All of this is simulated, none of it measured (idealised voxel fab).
The document below concerns the process module designated voxel spacer lines.
This is section cut - it's 280 nm across, gridded in 5 nm square cells.
Cross-section = grid of square cells, listed top down in bands; band = one or more rows. Heights first: top, then bottom, in nm. Then materials, left to right, each with a width in nm. "throughout" on a single material: fills the band edge to edge. "blank": empty space. Heights are measured from 0, the level below which the as-received wafer is all one material; the lowest band has no bottom and continues downward, written as in "top 0, no bottom". A width given as "30..40" starts at the first number in the band's top row and ends at the second number in its bottom row, shifting by an equal amount at every step from row to row. The designation "remained the same", where it is given for a processing step, indicates that no cell of the cross-section was altered in the course of that step. The label "Unvented voids" introduces a list of the empty spaces, 8 cells or larger, that have no open way up to the top; each entry in it reads width x height at distance, where the distance is taken from the left edge and all three are stated in nm. That trailing text on a step's line, after the settings, is the simulator's own remark on the step. The line of a step may include "overlay nm". On a step with a mask, this value is how far to the right of its planned place the mask lay. A negative value means the mask lay to the left.
## plan
1 RECEIVE (material Si)
2 CONFORMAL_DEP (material SiO2; thk nm 5)
3 DIRECTIONAL_DEP (material TiN; thk nm 10)
4 DIRECTIONAL_DEP (material polySi; thk nm 15)
5 PATTERN (tone cover; mask id MANDREL; material resist; width nm 15; pitch nm 50; thk nm 30; overlay nm 0)
6 DIRECTIONAL_ETCH (etch materials polySi; depth nm 25)
7 STRIP (etch materials resist)
8 CONFORMAL_DEP (material SiN; thk nm 10)
9 DIRECTIONAL_ETCH (etch materials SiN; depth nm 10)
10 STRIP (etch materials polySi)
11 DIRECTIONAL_ETCH (etch materials TiN; depth nm 10)
12 STRIP (etch materials SiN)
What sets these wafers apart? The thk nm at step 4. They all start alike, and the plan carries the first wafer's value.
## The first of several wafers in cross-section, exactly as it reached us after step 1
	top 0, no bottom | Si throughout
	Unvented voids: none
## Cross-section of the first of several wafers once the module has run through its last step, step 12
	top 15, bottom 5 | 70 nm blank  10 nm TiN  15 nm blank  10 nm TiN  15 nm blank  10 nm TiN  15 nm blank  10 nm TiN  15 nm blank  10 nm TiN  15 nm blank  10 nm TiN  75 nm blank
	top 5, bottom 0 | SiO2 throughout
	top 0, no bottom | Si throughout
	Unvented voids: none
## End of module, last wafer sectioned
	top 5, bottom 0 | SiO2 throughout
	top 0, no bottom | Si throughout
	Unvented voids: none
## Quick key for the table: a row per wafer, taken at the end of the module. For each material it tells you how many cells the wafer gained (+) or lost (-) since it came in, and the closed voids come after
thk nm 15 | +56 SiO2 | +24 TiN | Unvented voids: none
thk nm 20 | +56 SiO2 | +24 TiN | Unvented voids: none
thk nm 25 | +56 SiO2 | +24 TiN | Unvented voids: none
thk nm 30 | +56 SiO2 | Unvented voids: none
thk nm 35 | +56 SiO2 | Unvented voids: none
thk nm 40 | +56 SiO2 | Unvented voids: none
